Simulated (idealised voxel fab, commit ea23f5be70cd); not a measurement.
This section sets out a process module, namely voxel wiring stack.
Cross-section cut spans 280 nm and uses square cells 5 nm in size.
This document writes a cross-section as a grid whose cells are square, and gives it as bands, listed from the top down; one or more rows of cells form a band.
Look at the band entry: it leads with the top's height and the bottom's height in nm. Then it lists the materials left to right, with a width in nm for each. The word "all across" on a single material says that material fills the band edge to edge. The word "air" is empty space.
We count height from 0. Below that, the starting wafer is all one material. The lowest band never ends at the bottom but goes on down; see "0 down" for how that is written.
The two numbers in a width such as "30 to 40" mark its ends across the band: the first belongs to the top row of cells, the second to the bottom row, and from each row to the next the width moves by the same amount.
No cell of the cross-section changed in a step that is given as "no change occurred".
In "Closed internal voids" the enclosed voids are listed, meaning empty spaces of 8 cells or larger without any opening to the top. The form is width x height at distance, distance from the left edge, units nm.
after a step's settings: what the simulator itself notes on the step
If you see "overlay nm" on a step's line and that step has a mask, it's telling you how far right of where it was planned the mask ended up; a negative number means it went left instead.

**Set out below are the planned steps of the process**
1: RECEIVE with material Si
2: CONFORMAL_DEP with material SiO2, thk nm 10
3: CONFORMAL_DEP with material SiCN, thk nm 5
4: DIRECTIONAL_DEP with material lowk, thk nm 25
5: DIRECTIONAL_DEP with material aC, thk nm 10
6: PATTERN with tone open, mask id METAL_1, material resist, width nm 30, pitch nm 45, thk nm 30, overlay nm 0
7: DIRECTIONAL_ETCH with etch materials aC, depth nm 10
8: STRIP with etch materials resist
9: DIRECTIONAL_ETCH with etch materials lowk, depth nm 25
10: DIRECTIONAL_ETCH with etch materials SiCN, depth nm 5
11: STRIP with etch materials aC
12: CONFORMAL_DEP with material TiN, thk nm 5
13: FILL_DEP with material W, thk nm 5
14: CMP with height nm 40
15: CONFORMAL_DEP with material SiCN, thk nm 5
16: DIRECTIONAL_DEP with material SiO2, thk nm 25
17: DIRECTIONAL_DEP with material aC, thk nm 15
18: PATTERN with tone open, mask id METAL_2_HOLES, material resist, width nm 15, thk nm 30, overlay nm 0
19: DIRECTIONAL_ETCH with etch materials aC, depth nm 15
20: STRIP with etch materials resist
21: DIRECTIONAL_ETCH with etch materials SiO2, depth nm 25
22: STRIP with etch materials aC
23: PATTERN with tone open, mask id METAL_2, material resist, width nm 30, pitch nm 45, thk nm 20, overlay nm 0
24: DIRECTIONAL_ETCH with etch materials SiO2, depth nm 15
25: DIRECTIONAL_ETCH with etch materials SiCN, depth nm 5
26: STRIP with etch materials resist
27: CONFORMAL_DEP with material TiN, thk nm 5
28: FILL_DEP with material Cu, thk nm 10
29: CMP with height nm 70
30: CONFORMAL_DEP with material SiCN, thk nm 5
31: DIRECTIONAL_DEP with material SiO2, thk nm 15
32: MASKED_ETCH with tone open, mask id PLUG_2, width nm 15, pitch nm 45, etch materials SiO2, depth nm 15, overlay nm 0
33: MASKED_ETCH with tone open, mask id PLUG_2, width nm 15, pitch nm 45, etch materials SiCN, depth nm 5, overlay nm 0
34: EPI with material Ru, thk nm 10
35: EPI with material Ru, thk nm 10
36: DIRECTIONAL_DEP with material TiN, thk nm 5
37: DIRECTIONAL_DEP with material W, thk nm 20
38: PATTERN with tone cover, mask id METAL_3, material resist, width nm 30, pitch nm 45, thk nm 15, overlay nm 0
39: DIRECTIONAL_ETCH with etch materials W, depth nm 20
40: DIRECTIONAL_ETCH with etch materials TiN, depth nm 5
41: STRIP with etch materials resist
42: CONFORMAL_DEP with material SiCN, thk nm 5
43: FILL_DEP with material SiO2, thk nm 5
44: CMP with height nm 115
45: CONFORMAL_DEP with material SiCN, thk nm 5
46: DIRECTIONAL_DEP with material SiO2, thk nm 10
47: DIRECTIONAL_DEP with material aC, thk nm 15
48: PATTERN with tone open, mask id PLUG_3, material resist, width nm 15, thk nm 35, overlay nm 0
49: DIRECTIONAL_ETCH with etch materials aC, depth nm 15
50: STRIP with etch materials resist
51: DIRECTIONAL_ETCH with etch materials SiO2, depth nm 10
52: DIRECTIONAL_ETCH with etch materials SiCN, depth nm 5
53: STRIP with etch materials aC
54: CONFORMAL_DEP with material TiN, thk nm 5
55: FILL_DEP with material Ru, thk nm 10
56: CMP with height nm 130
57: CONFORMAL_DEP with material SiN, thk nm 5
58: DIRECTIONAL_DEP with material SiO2, thk nm 25
59: DIRECTIONAL_DEP with material aC, thk nm 10
60: PATTERN with tone open, mask id METAL_4, material resist, width nm 30, pitch nm 45, thk nm 25, overlay nm 0
61: DIRECTIONAL_ETCH with etch materials aC, depth nm 10
62: STRIP with etch materials resist
63: DIRECTIONAL_ETCH with etch materials SiO2, depth nm 25
64: DIRECTIONAL_ETCH with etch materials SiN, depth nm 5
65: STRIP with etch materials aC
66: CONFORMAL_DEP with material TiN, thk nm 5
67: FILL_DEP with material Cu, thk nm 5
68: CMP with height nm 160
69: CONFORMAL_DEP with material SiN, thk nm 5

**Delivered wafer in cross-section: state after step 1**
- 0 down  Si all across
- Closed internal voids: none

**End-of-module cross-section of the first of two wafers, processed as planned**
- 165 to 160  SiN all across
- 160 to 135  SiO2: 100  TiN: 5  Cu: 20  TiN: 5  SiO2: 15  TiN: 5  Cu: 20  TiN: 5  SiO2: 105
- 135 to 130  SiN: 100  TiN: 30  SiN: 15  TiN: 30  SiN: 105
- 130 to 120  SiO2: 100  TiN: 5  Ru: 5  TiN: 5  SiO2: 165
- 120 to 115  SiCN: 100  TiN: 15  SiCN: 165
- 115 to 95  SiO2: 95  SiCN: 5  W: 30  SiCN: 5  SiO2: 5  SiCN: 5  W: 30  SiCN: 5  SiO2: 100
- 95 to 90  SiCN: 100  TiN: 30  SiCN: 15  TiN: 30  SiCN: 105
- 90 to 75  SiO2: 100  Ru: 15  SiO2: 30  Ru: 15  SiO2: 120
- 75 to 70  SiCN: 100  Ru: 15  SiCN: 30  Ru: 15  SiCN: 120
- 70 to 60  SiO2: 100  TiN: 5  Cu: 20  TiN: 5  SiO2: 15  TiN: 5  Cu: 20  TiN: 5  SiO2: 105
- 60 to 55  SiO2: 100  TiN: 5  Cu: 5  TiN: 20  SiO2: 15  TiN: 30  SiO2: 105
- 55 to 45  SiO2: 100  TiN: 5  Cu: 5  TiN: 5  SiO2: 165
- 45 to 40  SiCN: 100  TiN: 15  SiCN: 165
- 40 to 15  lowk: 100  TiN: 5  W: 20  TiN: 5  lowk: 15  TiN: 5  W: 20  TiN: 5  lowk: 105
- 15 to 10  SiCN: 100  TiN: 30  SiCN: 15  TiN: 30  SiCN: 105
- 10 to 0  SiO2 all across
- 0 down  Si all across
- Closed internal voids: none

**Here's the second of our two wafers sectioned at module end. Same start as the first, same plan, but one mistake got made running it**
- 165 to 160  SiN all across
- 160 to 135  SiO2: 100  TiN: 5  Cu: 20  TiN: 5  SiO2: 15  TiN: 5  Cu: 20  TiN: 5  SiO2: 105
- 135 to 130  SiN: 100  TiN: 30  SiN: 15  TiN: 30  SiN: 105
- 130 to 120  SiO2: 100  TiN: 5  Ru: 5  TiN: 5  SiO2: 165
- 120 to 115  SiCN: 100  TiN: 15  SiCN: 165
- 115 to 95  SiO2: 95  SiCN: 5  W: 30  SiCN: 5  SiO2: 5  SiCN: 5  W: 30  SiCN: 5  SiO2: 100
- 95 to 90  SiCN: 100  TiN: 30  SiCN: 15  TiN: 30  SiCN: 105
- 90 to 75  SiO2: 100  Ru: 15  SiO2: 30  Ru: 15  SiO2: 120
- 75 to 70  SiCN: 100  Ru: 15  SiCN: 30  Ru: 15  SiCN: 120
- 70 to 60  SiO2: 100  TiN: 5  Cu: 20  TiN: 5  SiO2: 15  TiN: 5  Cu: 20  TiN: 5  SiO2: 105
- 60 to 55  SiO2: 100  TiN: 5  Cu: 5  TiN: 20  SiO2: 15  TiN: 30  SiO2: 105
- 55 to 45  SiO2: 100  TiN: 5  Cu: 5  TiN: 5  SiO2: 165
- 45 to 40  SiCN: 100  TiN: 15  SiCN: 165
- 40 to 20  lowk: 100  TiN: 5  W: 20  TiN: 5  lowk: 15  TiN: 5  W: 20  TiN: 5  lowk: 105
- 20 to 15  lowk: 100  TiN: 30  lowk: 15  TiN: 30  lowk: 105
- 15 to 5  SiO2 all across
- 5 to 0  SiCN all across
- 0 down  Si all across
- Closed internal voids: none
Want to know what went wrong? steps 2 and 3 run out of order (swapped)
End check, counted in cells, second wafer has more or fewer of these materials than the first: 12 more of SiCN, 4 fewer of TiN, 8 fewer of W
